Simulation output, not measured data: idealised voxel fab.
process module | voxel transistor to metal
cross-section cut | 185 nm wide | cells 5 nm
A cross-section is a grid of square cells, given in bands from the top down. A band is one or more rows of cells.
Each band's line starts with the height of the band's top and of its bottom, in nm. Then come its materials from left to right, each with its width in nm. One material with "throughout" fills the band from edge to edge. "air" is empty space.
Height 0 is the level under which the wafer as received is all one material. The lowest band goes on downwards, as in "0 down".
A width such as "30 to 40" changes by the same amount from each row of cells to the next, from the band's top row to its bottom row.
"no change" after a step means that no cell of the cross-section changed.
closed voids: empty space of 8 cells or more with no open way to the top, each as width x height at its distance from the left edge, in nm
after a step's settings: what the simulator itself notes on the step
overlay nm, on a step with a mask: how far to the right of its planned place the mask lay; to the left if negative
plan
1 op RECEIVE | material Si
2 op CONFORMAL_DEP | material SiO2 | thk nm 5
3 op CONFORMAL_DEP | material SiN | thk nm 10
4 op PATTERN | tone cover | mask id ACTIVE | material resist | width nm 115 | thk nm 20 | overlay nm 0
5 op DIRECTIONAL_ETCH | etch materials SiN | depth nm 10
6 op DIRECTIONAL_ETCH | etch materials SiO2 | depth nm 5
7 op DIRECTIONAL_ETCH | etch materials Si | depth nm 35
8 op STRIP | etch materials resist
9 op OXIDIZE | depth nm 5
10 op FILL_DEP | material SiO2 | thk nm 5
11 op CMP | height nm 15
12 op SELECTIVE_ETCH | etch materials SiO2 | depth nm 10
13 op STRIP | etch materials SiN
14 op SELECTIVE_ETCH | etch materials SiO2 | depth nm 5
15 op OXIDIZE | depth nm 5
16 op DIRECTIONAL_DEP | material polySi | thk nm 25
17 op DIRECTIONAL_DEP | material SiCN | thk nm 15
18 op MASKED_ETCH | tone cover | mask id GATE | width nm 25 | etch materials SiCN | depth nm 25 | overlay nm 0
19 op MASKED_ETCH | tone cover | mask id GATE | width nm 25 | etch materials polySi | depth nm 35 | overlay nm 0
20 op CONFORMAL_DEP | material SiO2 | thk nm 5
21 op DIRECTIONAL_ETCH | etch materials SiO2 | depth nm 5
22 op CONFORMAL_DEP | material SiN | thk nm 10
23 op DIRECTIONAL_ETCH | etch materials SiN | depth nm 10
24 op DIRECTIONAL_ETCH | etch materials SiO2 | depth nm 5
25 op EPI | material pSi | thk nm 5
26 op FILL_DEP | material SiO2 | thk nm 10
27 op CMP | height nm 25
28 op STRIP | etch materials polySi
29 op SELECTIVE_ETCH | etch materials SiO2 | depth nm 5
30 op CONFORMAL_DEP | material HfO2 | thk nm 5
31 op CONFORMAL_DEP | material TiN | thk nm 5
32 op FILL_DEP | material W | thk nm 10
33 op CMP | height nm 20
34 op DIRECTIONAL_DEP | material SiO2 | thk nm 15
35 op PATTERN | tone open | mask id CONTACT | material resist | width nm 15 | pitch nm 80 | thk nm 20 | overlay nm 0
36 op DIRECTIONAL_ETCH | etch materials SiO2 | depth nm 35
37 op STRIP | etch materials resist
38 op CONFORMAL_DEP | material TiN | thk nm 5
39 op FILL_DEP | material Ru | thk nm 5
40 op CMP | height nm 35
41 op CONFORMAL_DEP | material SiN | thk nm 5
42 op DIRECTIONAL_DEP | material lowk | thk nm 20
43 op MASKED_ETCH | tone open | mask id METAL_1 | width nm 15 | pitch nm 80 | etch materials lowk | depth nm 20 | overlay nm 0
44 op MASKED_ETCH | tone open | mask id METAL_1 | width nm 15 | pitch nm 80 | etch materials SiN | depth nm 5 | overlay nm 0
45 op CONFORMAL_DEP | material TiN | thk nm 5
46 op FILL_DEP | material Cu | thk nm 10
47 op CMP | height nm 60
48 op CONFORMAL_DEP | material SiN | thk nm 5
as received, after step 1
  0 down: Si throughout
  closed voids: none
a wafer at the end: this start, this plan, one mistake
  65 to 60: SiN throughout
  60 to 40: lowk 45 | TiN 5 | Cu 5 | TiN 5 | lowk 65 | TiN 5 | Cu 5 | TiN 5 | lowk 45
  40 to 35: SiN 45 | TiN 15 | SiN 65 | TiN 15 | SiN 45
  35 to 20: SiO2 45 | TiN 5 | Ru 5 | TiN 5 | SiO2 65 | TiN 5 | Ru 5 | TiN 5 | SiO2 45
  20 to 10: SiO2 45 | TiN 5 | Ru 5 | TiN 5 | SiO2 5 | SiN 10 | HfO2 5 | TiN 5 | W 15 | TiN 5 | HfO2 5 | SiN 10 | SiO2 5 | TiN 5 | Ru 5 | TiN 5 | SiO2 45
  10 to 5: SiO2 45 | TiN 15 | SiO2 5 | SiN 10 | HfO2 5 | TiN 25 | HfO2 5 | SiN 10 | SiO2 5 | TiN 15 | SiO2 45
  5 to 0: SiO2 25 | SiN 10 | pSi 30 | SiO2 10 | HfO2 35 | SiO2 10 | pSi 30 | SiN 10 | SiO2 25
  0 to -40: SiO2 40 | Si 105 | SiO2 40
  -40 down: Si throughout
  closed voids: none
what went wrong: steps 13 and 14 were swapped
